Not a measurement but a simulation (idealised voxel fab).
The name of this process module is voxel lift off.
In the cross-section labelled cut, the width is 285 nm and each square cell is 5 nm.
Bands, listed from the top down, are how a cross-section gets written in this document; the cross-section itself is a grid of square cells, and a band is one or more rows of them.
The band entry comprises the height of the band's top followed by the height of its bottom, expressed in nm, and subsequently the band's materials from left to right, each stated together with its width in nm. Where a single material is marked with the word "throughout", that material fills the band from edge to edge. The word "empty" represents empty space.
Where do heights start? At 0: under that level the wafer as delivered is made of one material only. And the lowest band has no floor; it just carries on downward, as in "0 nm and below".
With a width like "30->40", each row of cells in the band differs from the next by the same amount, the top row carrying the first number and the bottom row the second.
"no alteration" -> step changed no cross-section cell.
This entry, "Sealed voids", enumerates those empty regions of no fewer than 8 cells that possess no open connection to the top. Each region is reported in the form width x height at distance, the distance being taken from the left edge, with all three quantities expressed in nm.
Step line, after settings: the simulator's comment on this step.
overlay nm: right-of-plan distance of the mask on a masked step; negative values mean left-of-plan.
HERE'S WHAT THE PLANNED PROCESS STEPS LOOK LIKE
1: RECEIVE,material Si
2: CONFORMAL_DEP,material SiO2,thk nm 15
3: PATTERN,tone open,mask id LINES,material resist,width nm 25,pitch nm 40,thk nm 20,overlay nm 0
4: DIRECTIONAL_DEP,material Ru,thk nm 10
5: STRIP,etch materials resist
6: CONFORMAL_DEP,material SiN,thk nm 10
THIS IS THE CROSS-SECTION OF THE WAFER AS WE RECEIVED IT, I.E. AFTER STEP 1
> 0 nm and below | Si throughout
> Sealed voids: none
BELOW IS THE WAFER IN CROSS-SECTION AFTER THE MODULE WAS COMPLETED. IT BEGAN FROM THE STARTING POINT SHOWN ABOVE AND FOLLOWED THE PLAN SHOWN ABOVE, EXCEPT THAT ONE MISTAKE WAS MADE WHILE RUNNING IT
> 35 nm to 25 nm | empty (100); SiN (85); empty (100)
> 25 nm to 15 nm | SiN (110); SiO2 (25); SiN (15); SiO2 (25); SiN (110)
> 15 nm to 0 nm | SiO2 throughout
> 0 nm and below | Si throughout
> Sealed voids: none
Diagnosis: step 4 went in with a setting other than planned; the actual run was DIRECTIONAL_DEP,material SiO2,thk nm 10
